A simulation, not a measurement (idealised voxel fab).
Process module heading - voxel lift off
FYI the section here is cut, 245 nm wide, cells are 5 nm squares.
In this document a cross-section is written as a grid of square cells. It is given as a series of bands, listed from the top down, and a band is one or more rows of cells.
This entry defines a band. It first specifies the height of the band's top and the height of its bottom in nm, and then specifies the band's materials from left to right, stating each material with its width in nm. The word "edge to edge" identifies a single material that fills the band from edge to edge, while the word "blank" identifies empty space.
Beneath 0, the wafer as received is one material, and that level is where height counting begins. The lowest band goes on downward without a bottom; it is written like "z 0 and below".
Read "30 to 40" as a graded width: first number on top, second number at the bottom, same change between each pair of neighbouring rows.
For the purposes of this document, the phrase "stayed the same" attached to a step denotes that no cell within the cross-section was modified by that step.
Under "Closed void register" you'll find the enclosed gaps, the ones with no way out to the top, that are 8 cells or bigger; each reads width x height at distance, with distance counted from the left edge, everything in nm.
If you see something after the settings on a step's line, that's the simulator's own remark about that step.
The optional step-line setting "overlay nm" applies to steps with a mask and quantifies how far to the right of its planned location the mask lay, a negative value indicating leftward placement.
Here's what the planned process steps look like
1 RECEIVE,material Si
2 CONFORMAL_DEP,material SiO2,thk nm 5
3 PATTERN,tone open,mask id LINES,material resist,width nm 30,pitch nm 55,thk nm 20,overlay nm 0
4 DIRECTIONAL_DEP,material Ru,thk nm 10
5 STRIP,etch materials resist
6 CONFORMAL_DEP,material SiO2,thk nm 5
Cross-section: wafer on arrival = after step 1
  z 0 and below = Si edge to edge
  Closed void register: none
Starting wafer: above. Plan: above. Run: one mistake. Cross-section after the module: below
  z 20 to 15 = blank=85; SiO2=40; blank=15; SiO2=40; blank=65
  z 15 to 10 = blank=85; SiO2=5; Ru=30; SiO2=5; blank=15; SiO2=5; Ru=30; SiO2=5; blank=65
  z 10 to 5 = SiO2=90; Ru=30; SiO2=25; Ru=30; SiO2=70
  z 5 to 0 = SiO2 edge to edge
  z 0 and below = Si edge to edge
  Closed void register: none
Processing error: step 3 was run on a setting that differed from the plan, and what really ran there is PATTERN,tone open,mask id LINES,material resist,width nm 30,pitch nm 55,thk nm 20,overlay nm 10
